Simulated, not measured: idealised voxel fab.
The following is a process module called voxel gate over fins.
Square cell edge 5 nm, section width 255 nm, ID cut.
If you're reading a cross-section in this doc, picture square cells in a grid; it comes to you as bands, top ones listed first down to the bottom, and a band can be one or more rows of cells. For a band, the entry starts with two heights in nm, that of the top and then that of the bottom, and carries on with the band's materials in order from left to right, each alongside its width in nm; the word "edge to edge" beside a single material means it fills the band edge to edge, and "empty" means empty space. Measure heights from 0. That's the level where, below it, the as-received wafer is all one material. The lowest band is bottomless and extends downward; write it as in "0..down". The two numbers in a width such as "30..40" mark its ends across the band: the first belongs to the top row of cells, the second to the bottom row, and from each row to the next the width moves by the same amount. Any step labelled "identical to before" changed none of the cells in the cross-section. In the "Closed internal cavities" entry, you get each enclosed empty space of 8 cells or more, one with no open way to the top, written width x height at distance, distance from the left edge, in nm. Step line, after settings: the simulator's comment on this step. overlay nm: for a step with a mask, the amount by which the mask lay right of where it was planned; a negative amount means left of it.
Process steps foreseen in the plan
1) RECEIVE, material Si
2) CONFORMAL_DEP, material SiN, thk nm 10
3) MASKED_ETCH, tone cover, mask id FINS, width nm 15, pitch nm 60, etch materials SiN, depth nm 10, overlay nm 0
4) MASKED_ETCH, tone cover, mask id FINS, width nm 15, pitch nm 60, etch materials Si, depth nm 35, overlay nm 0
5) OXIDIZE, depth nm 5
6) FILL_DEP, material SiO2, thk nm 10
7) CMP, height nm 10
8) PATTERN, tone open, mask id RAIL, material resist, width nm 15, thk nm 20, overlay nm 0
9) DIRECTIONAL_ETCH, etch materials SiO2, depth nm 40
10) STRIP, etch materials resist
11) CONFORMAL_DEP, material TiN, thk nm 5
12) FILL_DEP, material Ru, thk nm 5
13) CMP, height nm 10
14) SELECTIVE_ETCH, etch materials W Ru TiN, depth nm 30
15) FILL_DEP, material SiO2, thk nm 5
16) CMP, height nm 10
17) SELECTIVE_ETCH, etch materials SiO2, depth nm 25
18) STRIP, etch materials SiN
19) CONFORMAL_DEP, material HfO2, thk nm 5
20) CONFORMAL_DEP, material TiN, thk nm 5
21) FILL_DEP, material W, thk nm 15
22) CMP, height nm 20
23) CONFORMAL_DEP, material SiCN, thk nm 10
Received-state cross-section, reflecting completion of step 1
- 0..down = Si edge to edge
- Closed internal cavities: none
First of two wafers, end-of-module section, run followed plan
- 30..20 = SiCN edge to edge
- 20..10 = W edge to edge
- 10..5 = 55 W, then 25 TiN, then 35 W, then 25 TiN, then 35 W, then 25 TiN, then 55 W
- 5..0 = 55 W, then 5 TiN, then 15 HfO2, then 5 TiN, then 35 W, then 5 TiN, then 15 HfO2, then 5 TiN, then 35 W, then 5 TiN, then 15 HfO2, then 5 TiN, then 55 W
- 0..-5 = 55 W, then 5 TiN, then 5 HfO2, then 5 Si, then 5 HfO2, then 5 TiN, then 35 W, then 5 TiN, then 5 HfO2, then 5 Si, then 5 HfO2, then 5 TiN, then 35 W, then 5 TiN, then 5 HfO2, then 5 Si, then 5 HfO2, then 5 TiN, then 55 W
- -5..-10 = 60 TiN, then 5 HfO2, then 5 Si, then 5 HfO2, then 45 TiN, then 5 HfO2, then 5 Si, then 5 HfO2, then 45 TiN, then 5 HfO2, then 5 Si, then 5 HfO2, then 60 TiN
- -10..-15 = 65 HfO2, then 5 Si, then 55 HfO2, then 5 Si, then 55 HfO2, then 5 Si, then 65 HfO2
- -15..-20 = 65 SiO2, then 5 Si, then 55 SiO2, then 5 Si, then 55 SiO2, then 5 Si, then 65 SiO2
- -20..-25 = 65 SiO2, then 5 Si, then 20 SiO2, then 5 TiN, then 5 Ru, then 5 TiN, then 20 SiO2, then 5 Si, then 55 SiO2, then 5 Si, then 65 SiO2
- -25..-30 = 65 SiO2, then 5 Si, then 20 SiO2, then 15 TiN, then 20 SiO2, then 5 Si, then 55 SiO2, then 5 Si, then 65 SiO2
- -30..-40 = 65 SiO2, then 5 Si, then 55 SiO2, then 5 Si, then 55 SiO2, then 5 Si, then 65 SiO2
- -40..down = Si edge to edge
- Closed internal cavities: none
Wafer two, sectioned after the module: the first wafer's start, the first wafer's plan, and one mistake in how it was run
- 30..20 = SiCN edge to edge
- 20..10 = W edge to edge
- 10..5 = 55 W, then 25 TiN, then 35 W, then 25 TiN, then 35 W, then 25 TiN, then 55 W
- 5..0 = 60 TiN, then 15 HfO2, then 45 TiN, then 15 HfO2, then 45 TiN, then 15 HfO2, then 60 TiN
- 0..-5 = 65 HfO2, then 5 Si, then 55 HfO2, then 5 Si, then 55 HfO2, then 5 Si, then 65 HfO2
- -5..-20 = 65 SiO2, then 5 Si, then 55 SiO2, then 5 Si, then 55 SiO2, then 5 Si, then 65 SiO2
- -20..-25 = 65 SiO2, then 5 Si, then 20 SiO2, then 5 TiN, then 5 Ru, then 5 TiN, then 20 SiO2, then 5 Si, then 55 SiO2, then 5 Si, then 65 SiO2
- -25..-30 = 65 SiO2, then 5 Si, then 20 SiO2, then 15 TiN, then 20 SiO2, then 5 Si, then 55 SiO2, then 5 Si, then 65 SiO2
- -30..-40 = 65 SiO2, then 5 Si, then 55 SiO2, then 5 Si, then 55 SiO2, then 5 Si, then 65 SiO2
- -40..down = Si edge to edge
- Closed internal cavities: none
Short version of what went wrong: step 17 did not use the planned setting and instead ran as SELECTIVE_ETCH, etch materials SiO2, depth nm 15
Looking at both finished wafers in cells, the second ends up ahead of or behind the first on some materials: HfO2 -12 | SiO2 +96 | TiN -12 | W -72
